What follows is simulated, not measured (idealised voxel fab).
The following process module bears the name voxel self aligned vias.
Cross-section cut: width 180 nm, square cells of 5 nm.
Cross-section spec: square-cell grid; bands listed top down; each band is one or more rows.
The band entry comprises the height of the band's top followed by the height of its bottom, expressed in nm, and subsequently the band's materials from left to right, each stated together with its width in nm. Where a single material is marked with the word "all across", that material fills the band from edge to edge. The word "air" represents empty space.
Ref level 0: as-received wafer is one material below here. Bottom band extends down with no lower bound ("0 -> down").
When a width is written as two numbers, as in "30..40", the first number is the width in the top row of cells of the band and the second is the width in its bottom row, and the width changes by the same amount from each row to the next.
Reading "no change" for a step: not a cell of the cross-section changed in it.
Entry "Closed internal cavities" = empty spaces >= 8 cells with no open way to the top; each as width x height at distance, distance from left edge, all nm.
after a step's settings: what the simulator itself notes on the step
Each step line may optionally specify "overlay nm", which for a step with a mask gives the rightward distance between the mask's planned place and where it lay, a negative value indicating the leftward direction.
Reading guide: pairs of cross-sections, before and after one process step; after view cut off at lowest changed band; step and settings listed under each pair. Pairs may stem from different runs of this module on the same starting wafer; continuity with the pair above only where the "Pre-step snapshot" entry states it.
Pre-step snapshot
* 0 -> down: Si all across
* Closed internal cavities: none
Resulting Cross-Section
* 15 -> 0: SiO2 all across
* Everything under 0 stays put, no change at all.
* Closed internal cavities: none
Step linking the sections shown: CONFORMAL_DEP,material SiO2,thk nm 15
Pre-step snapshot: after-state, pair directly above.
Resulting Cross-Section
* 20 -> 15: SiCN all across
* Everything under 15 stays put, no change at all.
* Closed internal cavities: none
Step linking the sections shown: CONFORMAL_DEP,material SiCN,thk nm 5
Pre-step snapshot: after-state, pair directly above.
Resulting Cross-Section
* 45 -> 20: lowk all across
* Everything under 20 stays put, no change at all.
* Closed internal cavities: none
Step linking the sections shown: DIRECTIONAL_DEP,material lowk,thk nm 25
Pre-step snapshot: after-state, pair directly above.
Resulting Cross-Section
* 55 -> 45: aC all across
* Everything under 45 stays put, no change at all.
* Closed internal cavities: none
Step linking the sections shown: DIRECTIONAL_DEP,material aC,thk nm 10
Pre-step snapshot: after-state, pair directly above.
Resulting Cross-Section
* 80 -> 55: resist (25); air (20); resist (35); air (20); resist (35); air (20); resist (25)
* Everything under 55 stays put, no change at all.
* Closed internal cavities: none
Step linking the sections shown: PATTERN,tone open,mask id LINES,material resist,width nm 20,pitch nm 55,thk nm 25,overlay nm 0
Pre-step snapshot: after-state, pair directly above.
Resulting Cross-Section
* 70 -> 55: resist (25); air (20); resist (35); air (20); resist (35); air (20); resist (25)
* 55 -> 45: aC (25); air (20); aC (35); air (20); aC (35); air (20); aC (25)
* Everything under 45 stays put, no change at all.
* Closed internal cavities: none
Step linking the sections shown: DIRECTIONAL_ETCH,etch materials aC,depth nm 10
Pre-step snapshot: after-state, pair directly above.
Resulting Cross-Section
* 55 -> 45: aC (25); air (20); aC (35); air (20); aC (35); air (20); aC (25)
* Everything under 45 stays put, no change at all.
* Closed internal cavities: none
Step linking the sections shown: STRIP,etch materials resist
Pre-step snapshot: after-state, pair directly above.
Resulting Cross-Section
* 55 -> 45: aC (25); air (20); aC (35); air (20); aC (35); air (20); aC (25)
* 45 -> 20: lowk (25); air (20); lowk (35); air (20); lowk (35); air (20); lowk (25)
* Everything under 20 stays put, no change at all.
* Closed internal cavities: none
Step linking the sections shown: DIRECTIONAL_ETCH,etch materials lowk,depth nm 25
Pre-step snapshot: after-state, pair directly above.
Resulting Cross-Section
* 45 -> 20: lowk (25); air (20); lowk (35); air (20); lowk (35); air (20); lowk (25)
* Everything under 20 stays put, no change at all.
* Closed internal cavities: none
Step linking the sections shown: STRIP,etch materials aC
Pre-step snapshot: after-state, pair directly above.
Resulting Cross-Section
* 50 -> 45: TiN (30); air (10); TiN (45); air (10); TiN (45); air (10); TiN (30)
* 45 -> 25: lowk (25); TiN (5); air (10); TiN (5); lowk (35); TiN (5); air (10); TiN (5); lowk (35); TiN (5); air (10); TiN (5); lowk (25)
* 25 -> 20: lowk (25); TiN (20); lowk (35); TiN (20); lowk (35); TiN (20); lowk (25)
* Everything under 20 stays put, no change at all.
* Closed internal cavities: none
Step linking the sections shown: CONFORMAL_DEP,material TiN,thk nm 5
Pre-step snapshot: after-state, pair directly above.
Resulting Cross-Section
* 55 -> 50: Ru all across
* 50 -> 45: TiN (30); Ru (10); TiN (45); Ru (10); TiN (45); Ru (10); TiN (30)
* 45 -> 25: lowk (25); TiN (5); Ru (10); TiN (5); lowk (35); TiN (5); Ru (10); TiN (5); lowk (35); TiN (5); Ru (10); TiN (5); lowk (25)
* Everything under 25 stays put, no change at all.
* Closed internal cavities: none
Step linking the sections shown: FILL_DEP,material Ru,thk nm 5
Pre-step snapshot: after-state, pair directly above.
Resulting Cross-Section
* 45 -> 25: lowk (25); TiN (5); Ru (10); TiN (5); lowk (35); TiN (5); Ru (10); TiN (5); lowk (35); TiN (5); Ru (10); TiN (5); lowk (25)
* Everything under 25 stays put, no change at all.
* Closed internal cavities: none
Step linking the sections shown: CMP,height nm 45
Pre-step snapshot: after-state, pair directly above.
Resulting Cross-Section
* 45 -> 40: lowk (25); air (20); lowk (35); air (20); lowk (35); air (20); lowk (25)
* Everything under 40 stays put, no change at all.
* Closed internal cavities: none
Step linking the sections shown: SELECTIVE_ETCH,etch materials W Ru TiN,depth nm 5
Pre-step snapshot: after-state, pair directly above.
Resulting Cross-Section
* 55 -> 45: SiN all across
* 45 -> 40: lowk (25); SiN (20); lowk (35); SiN (20); lowk (35); SiN (20); lowk (25)
* Everything under 40 stays put, no change at all.
* Closed internal cavities: none
Step linking the sections shown: FILL_DEP,material SiN,thk nm 10
Pre-step snapshot: after-state, pair directly above.
Resulting Cross-Section
* 45 -> 40: lowk (25); SiN (20); lowk (35); SiN (20); lowk (35); SiN (20); lowk (25)
* Everything under 40 stays put, no change at all.
* Closed internal cavities: none
Step linking the sections shown: CMP,height nm 45
Pre-step snapshot: after-state, pair directly above.
Resulting Cross-Section
* 60 -> 45: lowk all across
* Everything under 45 stays put, no change at all.
* Closed internal cavities: none
Step linking the sections shown: DIRECTIONAL_DEP,material lowk,thk nm 15
Pre-step snapshot: after-state, pair directly above.
Resulting Cross-Section
* 75 -> 60: resist (15); air (40); resist (15); air (40); resist (15); air (40); resist (15)
* Everything under 60 stays put, no change at all.
* Closed internal cavities: none
Step linking the sections shown: PATTERN,tone open,mask id VIAS,material resist,width nm 40,pitch nm 55,thk nm 15,overlay nm 0
Pre-step snapshot: after-state, pair directly above.
Resulting Cross-Section
* 75 -> 60: resist (15); air (40); resist (15); air (40); resist (15); air (40); resist (15)
* 60 -> 45: lowk (15); air (40); lowk (15); air (40); lowk (15); air (40); lowk (15)
* Everything under 45 stays put, no change at all.
* Closed internal cavities: none
Step linking the sections shown: DIRECTIONAL_ETCH,etch materials lowk,depth nm 15
Pre-step snapshot: after-state, pair directly above.
Resulting Cross-Section
* 75 -> 60: resist (15); air (40); resist (15); air (40); resist (15); air (40); resist (15)
* 60 -> 45: lowk (15); air (40); lowk (15); air (40); lowk (15); air (40); lowk (15)
* 45 -> 40: lowk (25); air (20); lowk (35); air (20); lowk (35); air (20); lowk (25)
* Everything under 40 stays put, no change at all.
* Closed internal cavities: none
Step linking the sections shown: DIRECTIONAL_ETCH,etch materials SiN,depth nm 5
Pre-step snapshot: after-state, pair directly above.
Resulting Cross-Section
* 60 -> 45: lowk (15); air (40); lowk (15); air (40); lowk (15); air (40); lowk (15)
* Everything under 45 stays put, no change at all.
* Closed internal cavities: none
Step linking the sections shown: STRIP,etch materials resist
Pre-step snapshot: after-state, pair directly above.
Resulting Cross-Section
* 65 -> 60: TiN (20); air (30); TiN (25); air (30); TiN (25); air (30); TiN (20)
* 60 -> 50: lowk (15); TiN (5); air (30); TiN (5); lowk (15); TiN (5); air (30); TiN (5); lowk (15); TiN (5); air (30); TiN (5); lowk (15)
* 50 -> 45: lowk (15); TiN (15); air (10); TiN (15); lowk (15); TiN (15); air (10); TiN (15); lowk (15); TiN (15); air (10); TiN (15); lowk (15)
* 45 -> 40: lowk (25); TiN (20); lowk (35); TiN (20); lowk (35); TiN (20); lowk (25)
* Everything under 40 stays put, no change at all.
* Closed internal cavities: none
Step linking the sections shown: CONFORMAL_DEP,material TiN,thk nm 5
Pre-step snapshot: after-state, pair directly above.
Resulting Cross-Section
* 75 -> 65: W all across
* 65 -> 60: TiN (20); W (30); TiN (25); W (30); TiN (25); W (30); TiN (20)
* 60 -> 50: lowk (15); TiN (5); W (30); TiN (5); lowk (15); TiN (5); W (30); TiN (5); lowk (15); TiN (5); W (30); TiN (5); lowk (15)
* 50 -> 45: lowk (15); TiN (15); W (10); TiN (15); lowk (15); TiN (15); W (10); TiN (15); lowk (15); TiN (15); W (10); TiN (15); lowk (15)
* Everything under 45 stays put, no change at all.
* Closed internal cavities: none
Step linking the sections shown: FILL_DEP,material W,thk nm 10
Pre-step snapshot: after-state, pair directly above.
Resulting Cross-Section
* 60 -> 50: lowk (15); TiN (5); W (30); TiN (5); lowk (15); TiN (5); W (30); TiN (5); lowk (15); TiN (5); W (30); TiN (5); lowk (15)
* Everything under 50 stays put, no change at all.
* Closed internal cavities: none
Step linking the sections shown: CMP,height nm 60
Pre-step snapshot: after-state, pair directly above.
Resulting Cross-Section
* 65 -> 60: SiN all across
* Everything under 60 stays put, no change at all.
* Closed internal cavities: none
Step linking the sections shown: CONFORMAL_DEP,material SiN,thk nm 5
Pre-step snapshot
* 15 -> 0: SiO2 all across
* 0 -> down: Si all across
* Closed internal cavities: none
Resulting Cross-Section
* 40 -> 15: lowk all across
* Everything under 15 stays put, no change at all.
* Closed internal cavities: none
Step linking the sections shown: DIRECTIONAL_DEP,material lowk,thk nm 25
Pre-step snapshot: after-state, pair directly above.
Resulting Cross-Section
* 50 -> 40: aC all across
* Everything under 40 stays put, no change at all.
* Closed internal cavities: none
Step linking the sections shown: DIRECTIONAL_DEP,material aC,thk nm 10
Pre-step snapshot: after-state, pair directly above.
Resulting Cross-Section
* 75 -> 50: resist (25); air (20); resist (35); air (20); resist (35); air (20); resist (25)
* Everything under 50 stays put, no change at all.
* Closed internal cavities: none
Step linking the sections shown: PATTERN,tone open,mask id LINES,material resist,width nm 20,pitch nm 55,thk nm 25,overlay nm 0
Pre-step snapshot: after-state, pair directly above.
Resulting Cross-Section
* 65 -> 50: resist (25); air (20); resist (35); air (20); resist (35); air (20); resist (25)
* 50 -> 40: aC (25); air (20); aC (35); air (20); aC (35); air (20); aC (25)
* Everything under 40 stays put, no change at all.
* Closed internal cavities: none
Step linking the sections shown: DIRECTIONAL_ETCH,etch materials aC,depth nm 10
Pre-step snapshot: after-state, pair directly above.
Resulting Cross-Section
* 50 -> 40: aC (25); air (20); aC (35); air (20); aC (35); air (20); aC (25)
* Everything under 40 stays put, no change at all.
* Closed internal cavities: none
Step linking the sections shown: STRIP,etch materials resist
Pre-step snapshot: after-state, pair directly above.
Resulting Cross-Section
* 50 -> 40: aC (25); air (20); aC (35); air (20); aC (35); air (20); aC (25)
* 40 -> 15: lowk (25); air (20); lowk (35); air (20); lowk (35); air (20); lowk (25)
* Everything under 15 stays put, no change at all.
* Closed internal cavities: none
Step linking the sections shown: DIRECTIONAL_ETCH,etch materials lowk,depth nm 25
Pre-step snapshot: after-state, pair directly above.
Resulting Cross-Section
* 40 -> 15: lowk (25); air (20); lowk (35); air (20); lowk (35); air (20); lowk (25)
* Everything under 15 stays put, no change at all.
* Closed internal cavities: none
Step linking the sections shown: STRIP,etch materials aC
Pre-step snapshot: after-state, pair directly above.
Resulting Cross-Section
* 45 -> 40: TiN (30); air (10); TiN (45); air (10); TiN (45); air (10); TiN (30)
* 40 -> 20: lowk (25); TiN (5); air (10); TiN (5); lowk (35); TiN (5); air (10); TiN (5); lowk (35); TiN (5); air (10); TiN (5); lowk (25)
* 20 -> 15: lowk (25); TiN (20); lowk (35); TiN (20); lowk (35); TiN (20); lowk (25)
* Everything under 15 stays put, no change at all.
* Closed internal cavities: none
Step linking the sections shown: CONFORMAL_DEP,material TiN,thk nm 5
Pre-step snapshot: after-state, pair directly above.
Resulting Cross-Section
* 50 -> 45: Ru all across
* 45 -> 40: TiN (30); Ru (10); TiN (45); Ru (10); TiN (45); Ru (10); TiN (30)
* 40 -> 20: lowk (25); TiN (5); Ru (10); TiN (5); lowk (35); TiN (5); Ru (10); TiN (5); lowk (35); TiN (5); Ru (10); TiN (5); lowk (25)
* Everything under 20 stays put, no change at all.
* Closed internal cavities: none
Step linking the sections shown: FILL_DEP,material Ru,thk nm 5
Pre-step snapshot: after-state, pair directly above.
Resulting Cross-Section
* 45 -> 40: TiN (30); Ru (10); TiN (45); Ru (10); TiN (45); Ru (10); TiN (30)
* Everything under 40 stays put, no change at all.
* Closed internal cavities: none
Step linking the sections shown: CMP,height nm 45
Pre-step snapshot: after-state, pair directly above.
Resulting Cross-Section
* 40 -> 20: lowk (25); TiN (5); Ru (10); TiN (5); lowk (35); TiN (5); Ru (10); TiN (5); lowk (35); TiN (5); Ru (10); TiN (5); lowk (25)
* Everything under 20 stays put, no change at all.
* Closed internal cavities: none
Step linking the sections shown: SELECTIVE_ETCH,etch materials W Ru TiN,depth nm 5
Pre-step snapshot: after-state, pair directly above.
Resulting Cross-Section
* 50 -> 40: SiN all across
* Everything under 40 stays put, no change at all.
* Closed internal cavities: none
Step linking the sections shown: FILL_DEP,material SiN,thk nm 10
Pre-step snapshot: after-state, pair directly above.
Resulting Cross-Section
* 45 -> 40: SiN all across
* Everything under 40 stays put, no change at all.
* Closed internal cavities: none
Step linking the sections shown: CMP,height nm 45
Pre-step snapshot: after-state, pair directly above.
Resulting Cross-Section
* 60 -> 45: lowk all across
* Everything under 45 stays put, no change at all.
* Closed internal cavities: none
Step linking the sections shown: DIRECTIONAL_DEP,material lowk,thk nm 15
Pre-step snapshot: after-state, pair directly above.
Resulting Cross-Section
* 75 -> 60: resist (15); air (40); resist (15); air (40); resist (15); air (40); resist (15)
* Everything under 60 stays put, no change at all.
* Closed internal cavities: none
Step linking the sections shown: PATTERN,tone open,mask id VIAS,material resist,width nm 40,pitch nm 55,thk nm 15,overlay nm 0
Pre-step snapshot: after-state, pair directly above.
Resulting Cross-Section
* 75 -> 60: resist (15); air (40); resist (15); air (40); resist (15); air (40); resist (15)
* 60 -> 45: lowk (15); air (40); lowk (15); air (40); lowk (15); air (40); lowk (15)
* Everything under 45 stays put, no change at all.
* Closed internal cavities: none
Step linking the sections shown: DIRECTIONAL_ETCH,etch materials lowk,depth nm 15
Pre-step snapshot: after-state, pair directly above.
Resulting Cross-Section
* 75 -> 60: resist (15); air (40); resist (15); air (40); resist (15); air (40); resist (15)
* 60 -> 45: lowk (15); air (40); lowk (15); air (40); lowk (15); air (40); lowk (15)
* 45 -> 40: SiN (15); air (40); SiN (15); air (40); SiN (15); air (40); SiN (15)
* Everything under 40 stays put, no change at all.
* Closed internal cavities: none
Step linking the sections shown: DIRECTIONAL_ETCH,etch materials SiN,depth nm 5
Pre-step snapshot: after-state, pair directly above.
Resulting Cross-Section
* 60 -> 45: lowk (15); air (40); lowk (15); air (40); lowk (15); air (40); lowk (15)
* Everything under 45 stays put, no change at all.
* Closed internal cavities: none
Step linking the sections shown: STRIP,etch materials resist
Pre-step snapshot: after-state, pair directly above.
Resulting Cross-Section
* 65 -> 60: TiN (20); air (30); TiN (25); air (30); TiN (25); air (30); TiN (20)
* 60 -> 45: lowk (15); TiN (5); air (30); TiN (5); lowk (15); TiN (5); air (30); TiN (5); lowk (15); TiN (5); air (30); TiN (5); lowk (15)
* 45 -> 40: SiN (15); TiN (40); SiN (15); TiN (40); SiN (15); TiN (40); SiN (15)
* Everything under 40 stays put, no change at all.
* Closed internal cavities: none
Step linking the sections shown: CONFORMAL_DEP,material TiN,thk nm 5
Pre-step snapshot: after-state, pair directly above.
Resulting Cross-Section
* 75 -> 65: W all across
* 65 -> 60: TiN (20); W (30); TiN (25); W (30); TiN (25); W (30); TiN (20)
* 60 -> 45: lowk (15); TiN (5); W (30); TiN (5); lowk (15); TiN (5); W (30); TiN (5); lowk (15); TiN (5); W (30); TiN (5); lowk (15)
* Everything under 45 stays put, no change at all.
* Closed internal cavities: none
Step linking the sections shown: FILL_DEP,material W,thk nm 10
Pre-step snapshot: after-state, pair directly above.
Resulting Cross-Section
* 60 -> 45: lowk (15); TiN (5); W (30); TiN (5); lowk (15); TiN (5); W (30); TiN (5); lowk (15); TiN (5); W (30); TiN (5); lowk (15)
* Everything under 45 stays put, no change at all.
* Closed internal cavities: none
Step linking the sections shown: CMP,height nm 60
Pre-step snapshot: after-state, pair directly above.
Resulting Cross-Section
* 65 -> 60: SiN all across
* Everything under 60 stays put, no change at all.
* Closed internal cavities: none
Step linking the sections shown: CONFORMAL_DEP,material SiN,thk nm 5
Pre-step snapshot
* 15 -> 0: SiO2 all across
* 0 -> down: Si all across
* Closed internal cavities: none
Resulting Cross-Section
* 30 -> 0: SiO2 all across
* Everything under 0 stays put, no change at all.
* Closed internal cavities: none
Step linking the sections shown: CONFORMAL_DEP,material SiO2,thk nm 15
Pre-step snapshot: after-state, pair directly above.
Resulting Cross-Section
* 35 -> 30: SiCN all across
* Everything under 30 stays put, no change at all.
* Closed internal cavities: none
Step linking the sections shown: CONFORMAL_DEP,material SiCN,thk nm 5
Pre-step snapshot: after-state, pair directly above.
Resulting Cross-Section
* 60 -> 35: lowk all across
* Everything under 35 stays put, no change at all.
* Closed internal cavities: none
Step linking the sections shown: DIRECTIONAL_DEP,material lowk,thk nm 25
Pre-step snapshot: after-state, pair directly above.
Resulting Cross-Section
* 70 -> 60: aC all across
* Everything under 60 stays put, no change at all.
* Closed internal cavities: none
Step linking the sections shown: DIRECTIONAL_DEP,material aC,thk nm 10
Pre-step snapshot: after-state, pair directly above.
Resulting Cross-Section
* 95 -> 70: resist (25); air (20); resist (35); air (20); resist (35); air (20); resist (25)
* Everything under 70 stays put, no change at all.
* Closed internal cavities: none
Step linking the sections shown: PATTERN,tone open,mask id LINES,material resist,width nm 20,pitch nm 55,thk nm 25,overlay nm 0
Pre-step snapshot: after-state, pair directly above.
Resulting Cross-Section
* 85 -> 70: resist (25); air (20); resist (35); air (20); resist (35); air (20); resist (25)
* 70 -> 60: aC (25); air (20); aC (35); air (20); aC (35); air (20); aC (25)
* Everything under 60 stays put, no change at all.
* Closed internal cavities: none
Step linking the sections shown: DIRECTIONAL_ETCH,etch materials aC,depth nm 10
Pre-step snapshot: after-state, pair directly above.
Resulting Cross-Section
* 70 -> 60: aC (25); air (20); aC (35); air (20); aC (35); air (20); aC (25)
* Everything under 60 stays put, no change at all.
* Closed internal cavities: none
Step linking the sections shown: STRIP,etch materials resist
Pre-step snapshot: after-state, pair directly above.
Resulting Cross-Section
* 70 -> 60: aC (25); air (20); aC (35); air (20); aC (35); air (20); aC (25)
* 60 -> 35: lowk (25); air (20); lowk (35); air (20); lowk (35); air (20); lowk (25)
* Everything under 35 stays put, no change at all.
* Closed internal cavities: none
Step linking the sections shown: DIRECTIONAL_ETCH,etch materials lowk,depth nm 25
Pre-step snapshot: after-state, pair directly above.
Resulting Cross-Section
* 60 -> 35: lowk (25); air (20); lowk (35); air (20); lowk (35); air (20); lowk (25)
* Everything under 35 stays put, no change at all.
* Closed internal cavities: none
Step linking the sections shown: STRIP,etch materials aC
Pre-step snapshot: after-state, pair directly above.
Resulting Cross-Section
* 65 -> 60: TiN (30); air (10); TiN (45); air (10); TiN (45); air (10); TiN (30)
* 60 -> 40: lowk (25); TiN (5); air (10); TiN (5); lowk (35); TiN (5); air (10); TiN (5); lowk (35); TiN (5); air (10); TiN (5); lowk (25)
* 40 -> 35: lowk (25); TiN (20); lowk (35); TiN (20); lowk (35); TiN (20); lowk (25)
* Everything under 35 stays put, no change at all.
* Closed internal cavities: none
Step linking the sections shown: CONFORMAL_DEP,material TiN,thk nm 5
Pre-step snapshot: after-state, pair directly above.
Resulting Cross-Section
* 70 -> 65: Ru all across
* 65 -> 60: TiN (30); Ru (10); TiN (45); Ru (10); TiN (45); Ru (10); TiN (30)
* 60 -> 40: lowk (25); TiN (5); Ru (10); TiN (5); lowk (35); TiN (5); Ru (10); TiN (5); lowk (35); TiN (5); Ru (10); TiN (5); lowk (25)
* Everything under 40 stays put, no change at all.
* Closed internal cavities: none
Step linking the sections shown: FILL_DEP,material Ru,thk nm 5
Pre-step snapshot: after-state, pair directly above.
Resulting Cross-Section
* 45 -> 40: lowk (25); TiN (5); Ru (10); TiN (5); lowk (35); TiN (5); Ru (10); TiN (5); lowk (35); TiN (5); Ru (10); TiN (5); lowk (25)
* Everything under 40 stays put, no change at all.
* Closed internal cavities: none
Step linking the sections shown: CMP,height nm 45
Pre-step snapshot: after-state, pair directly above.
Resulting Cross-Section
* 45 -> 40: lowk (25); air (20); lowk (35); air (20); lowk (35); air (20); lowk (25)
* Everything under 40 stays put, no change at all.
* Closed internal cavities: none
Step linking the sections shown: SELECTIVE_ETCH,etch materials W Ru TiN,depth nm 5
Pre-step snapshot: after-state, pair directly above.
Resulting Cross-Section
* 55 -> 45: SiN all across
* 45 -> 40: lowk (25); SiN (20); lowk (35); SiN (20); lowk (35); SiN (20); lowk (25)
* Everything under 40 stays put, no change at all.
* Closed internal cavities: none
Step linking the sections shown: FILL_DEP,material SiN,thk nm 10
Pre-step snapshot: after-state, pair directly above.
Resulting Cross-Section
* 45 -> 40: lowk (25); SiN (20); lowk (35); SiN (20); lowk (35); SiN (20); lowk (25)
* Everything under 40 stays put, no change at all.
* Closed internal cavities: none
Step linking the sections shown: CMP,height nm 45
Pre-step snapshot: after-state, pair directly above.
Resulting Cross-Section
* 60 -> 45: lowk all across
* Everything under 45 stays put, no change at all.
* Closed internal cavities: none
Step linking the sections shown: DIRECTIONAL_DEP,material lowk,thk nm 15
Pre-step snapshot: after-state, pair directly above.
Resulting Cross-Section
* 75 -> 60: resist (15); air (40); resist (15); air (40); resist (15); air (40); resist (15)
* Everything under 60 stays put, no change at all.
* Closed internal cavities: none
Step linking the sections shown: PATTERN,tone open,mask id VIAS,material resist,width nm 40,pitch nm 55,thk nm 15,overlay nm 0
Pre-step snapshot: after-state, pair directly above.
Resulting Cross-Section
* 75 -> 60: resist (15); air (40); resist (15); air (40); resist (15); air (40); resist (15)
* 60 -> 45: lowk (15); air (40); lowk (15); air (40); lowk (15); air (40); lowk (15)
* Everything under 45 stays put, no change at all.
* Closed internal cavities: none
Step linking the sections shown: DIRECTIONAL_ETCH,etch materials lowk,depth nm 15
Pre-step snapshot: after-state, pair directly above.
Resulting Cross-Section
* 75 -> 60: resist (15); air (40); resist (15); air (40); resist (15); air (40); resist (15)
* 60 -> 45: lowk (15); air (40); lowk (15); air (40); lowk (15); air (40); lowk (15)
* 45 -> 40: lowk (25); air (20); lowk (35); air (20); lowk (35); air (20); lowk (25)
* Everything under 40 stays put, no change at all.
* Closed internal cavities: none
Step linking the sections shown: DIRECTIONAL_ETCH,etch materials SiN,depth nm 5
Pre-step snapshot: after-state, pair directly above.
Resulting Cross-Section
* 60 -> 45: lowk (15); air (40); lowk (15); air (40); lowk (15); air (40); lowk (15)
* Everything under 45 stays put, no change at all.
* Closed internal cavities: none
Step linking the sections shown: STRIP,etch materials resist
Pre-step snapshot: after-state, pair directly above.
Resulting Cross-Section
* 65 -> 60: TiN (20); air (30); TiN (25); air (30); TiN (25); air (30); TiN (20)
* 60 -> 50: lowk (15); TiN (5); air (30); TiN (5); lowk (15); TiN (5); air (30); TiN (5); lowk (15); TiN (5); air (30); TiN (5); lowk (15)
* 50 -> 45: lowk (15); TiN (15); air (10); TiN (15); lowk (15); TiN (15); air (10); TiN (15); lowk (15); TiN (15); air (10); TiN (15); lowk (15)
* 45 -> 35: lowk (25); TiN (20); lowk (35); TiN (20); lowk (35); TiN (20); lowk (25)
* Everything under 35 stays put, no change at all.
* Closed internal cavities: none
Step linking the sections shown: CONFORMAL_DEP,material TiN,thk nm 5
Pre-step snapshot: after-state, pair directly above.
Resulting Cross-Section
* 75 -> 65: W all across
* 65 -> 60: TiN (20); W (30); TiN (25); W (30); TiN (25); W (30); TiN (20)
* 60 -> 50: lowk (15); TiN (5); W (30); TiN (5); lowk (15); TiN (5); W (30); TiN (5); lowk (15); TiN (5); W (30); TiN (5); lowk (15)
* 50 -> 45: lowk (15); TiN (15); W (10); TiN (15); lowk (15); TiN (15); W (10); TiN (15); lowk (15); TiN (15); W (10); TiN (15); lowk (15)
* Everything under 45 stays put, no change at all.
* Closed internal cavities: none
Step linking the sections shown: FILL_DEP,material W,thk nm 10
Pre-step snapshot: after-state, pair directly above.
Resulting Cross-Section
* 60 -> 50: lowk (15); TiN (5); W (30); TiN (5); lowk (15); TiN (5); W (30); TiN (5); lowk (15); TiN (5); W (30); TiN (5); lowk (15)
* Everything under 50 stays put, no change at all.
* Closed internal cavities: none
Step linking the sections shown: CMP,height nm 60
Pre-step snapshot: after-state, pair directly above.
Resulting Cross-Section
* 65 -> 60: SiN all across
* Everything under 60 stays put, no change at all.
* Closed internal cavities: none
Step linking the sections shown: CONFORMAL_DEP,material SiN,thk nm 5
Pre-step snapshot
* 40 -> 15: lowk all across
* 15 -> 0: SiO2 all across
* 0 -> down: Si all across
* Closed internal cavities: none
Resulting Cross-Section
* 45 -> 40: SiCN all across
* Everything under 40 stays put, no change at all.
* Closed internal cavities: none
Step linking the sections shown: CONFORMAL_DEP,material SiCN,thk nm 5
Pre-step snapshot: after-state, pair directly above.
Resulting Cross-Section
* 55 -> 45: aC all across
* Everything under 45 stays put, no change at all.
* Closed internal cavities: none
Step linking the sections shown: DIRECTIONAL_DEP,material aC,thk nm 10
Pre-step snapshot: after-state, pair directly above.
Resulting Cross-Section
* 80 -> 55: resist (25); air (20); resist (35); air (20); resist (35); air (20); resist (25)
* Everything under 55 stays put, no change at all.
* Closed internal cavities: none
Step linking the sections shown: PATTERN,tone open,mask id LINES,material resist,width nm 20,pitch nm 55,thk nm 25,overlay nm 0
Pre-step snapshot: after-state, pair directly above.
Resulting Cross-Section
* 70 -> 55: resist (25); air (20); resist (35); air (20); resist (35); air (20); resist (25)
* 55 -> 45: aC (25); air (20); aC (35); air (20); aC (35); air (20); aC (25)
* Everything under 45 stays put, no change at all.
* Closed internal cavities: none
Step linking the sections shown: DIRECTIONAL_ETCH,etch materials aC,depth nm 10
Pre-step snapshot: after-state, pair directly above.
Resulting Cross-Section
* 55 -> 45: aC (25); air (20); aC (35); air (20); aC (35); air (20); aC (25)
* Everything under 45 stays put, no change at all.
* Closed internal cavities: none
Step linking the sections shown: STRIP,etch materials resist
Pre-step snapshot: after-state, pair directly above.
Resulting Cross-Section
* 45 -> 40: SiCN all across
* Everything under 40 stays put, no change at all.
* Closed internal cavities: none
Step linking the sections shown: STRIP,etch materials aC
Pre-step snapshot: after-state, pair directly above.
Resulting Cross-Section
* 50 -> 45: TiN all across
* Everything under 45 stays put, no change at all.
* Closed internal cavities: none
Step linking the sections shown: CONFORMAL_DEP,material TiN,thk nm 5
Pre-step snapshot: after-state, pair directly above.
Resulting Cross-Section
* 55 -> 50: Ru all across
* Everything under 50 stays put, no change at all.
* Closed internal cavities: none
Step linking the sections shown: FILL_DEP,material Ru,thk nm 5
Pre-step snapshot: after-state, pair directly above.
Resulting Cross-Section
* 45 -> 40: SiCN all across
* Everything under 40 stays put, no change at all.
* Closed internal cavities: none
Step linking the sections shown: CMP,height nm 45
Pre-step snapshot: after-state, pair directly above.
Resulting Cross-Section
* 55 -> 45: SiN all across
* Everything under 45 stays put, no change at all.
* Closed internal cavities: none
Step linking the sections shown: FILL_DEP,material SiN,thk nm 10
Pre-step snapshot: after-state, pair directly above.
Resulting Cross-Section
* 45 -> 40: SiCN all across
* Everything under 40 stays put, no change at all.
* Closed internal cavities: none
Step linking the sections shown: CMP,height nm 45
Pre-step snapshot: after-state, pair directly above.
Resulting Cross-Section
* 60 -> 45: lowk all across
* Everything under 45 stays put, no change at all.
* Closed internal cavities: none
Step linking the sections shown: DIRECTIONAL_DEP,material lowk,thk nm 15
Pre-step snapshot: after-state, pair directly above.
Resulting Cross-Section
* 75 -> 60: resist (15); air (40); resist (15); air (40); resist (15); air (40); resist (15)
* Everything under 60 stays put, no change at all.
* Closed internal cavities: none
Step linking the sections shown: PATTERN,tone open,mask id VIAS,material resist,width nm 40,pitch nm 55,thk nm 15,overlay nm 0
Pre-step snapshot: after-state, pair directly above.
Resulting Cross-Section
* 75 -> 60: resist (15); air (40); resist (15); air (40); resist (15); air (40); resist (15)
* 60 -> 45: lowk (15); air (40); lowk (15); air (40); lowk (15); air (40); lowk (15)
* Everything under 45 stays put, no change at all.
* Closed internal cavities: none
Step linking the sections shown: DIRECTIONAL_ETCH,etch materials lowk,depth nm 15
Pre-step snapshot: after-state, pair directly above.
Resulting Cross-Section
* 60 -> 45: lowk (15); air (40); lowk (15); air (40); lowk (15); air (40); lowk (15)
* Everything under 45 stays put, no change at all.
* Closed internal cavities: none
Step linking the sections shown: STRIP,etch materials resist
Pre-step snapshot: after-state, pair directly above.
Resulting Cross-Section
* 65 -> 60: TiN (20); air (30); TiN (25); air (30); TiN (25); air (30); TiN (20)
* 60 -> 50: lowk (15); TiN (5); air (30); TiN (5); lowk (15); TiN (5); air (30); TiN (5); lowk (15); TiN (5); air (30); TiN (5); lowk (15)
* 50 -> 45: lowk (15); TiN (40); lowk (15); TiN (40); lowk (15); TiN (40); lowk (15)
* Everything under 45 stays put, no change at all.
* Closed internal cavities: none
Step linking the sections shown: CONFORMAL_DEP,material TiN,thk nm 5
Pre-step snapshot: after-state, pair directly above.
Resulting Cross-Section
* 75 -> 65: W all across
* 65 -> 60: TiN (20); W (30); TiN (25); W (30); TiN (25); W (30); TiN (20)
* 60 -> 50: lowk (15); TiN (5); W (30); TiN (5); lowk (15); TiN (5); W (30); TiN (5); lowk (15); TiN (5); W (30); TiN (5); lowk (15)
* Everything under 50 stays put, no change at all.
* Closed internal cavities: none
Step linking the sections shown: FILL_DEP,material W,thk nm 10
Pre-step snapshot: after-state, pair directly above.
Resulting Cross-Section
* 60 -> 50: lowk (15); TiN (5); W (30); TiN (5); lowk (15); TiN (5); W (30); TiN (5); lowk (15); TiN (5); W (30); TiN (5); lowk (15)
* Everything under 50 stays put, no change at all.
* Closed internal cavities: none
Step linking the sections shown: CMP,height nm 60
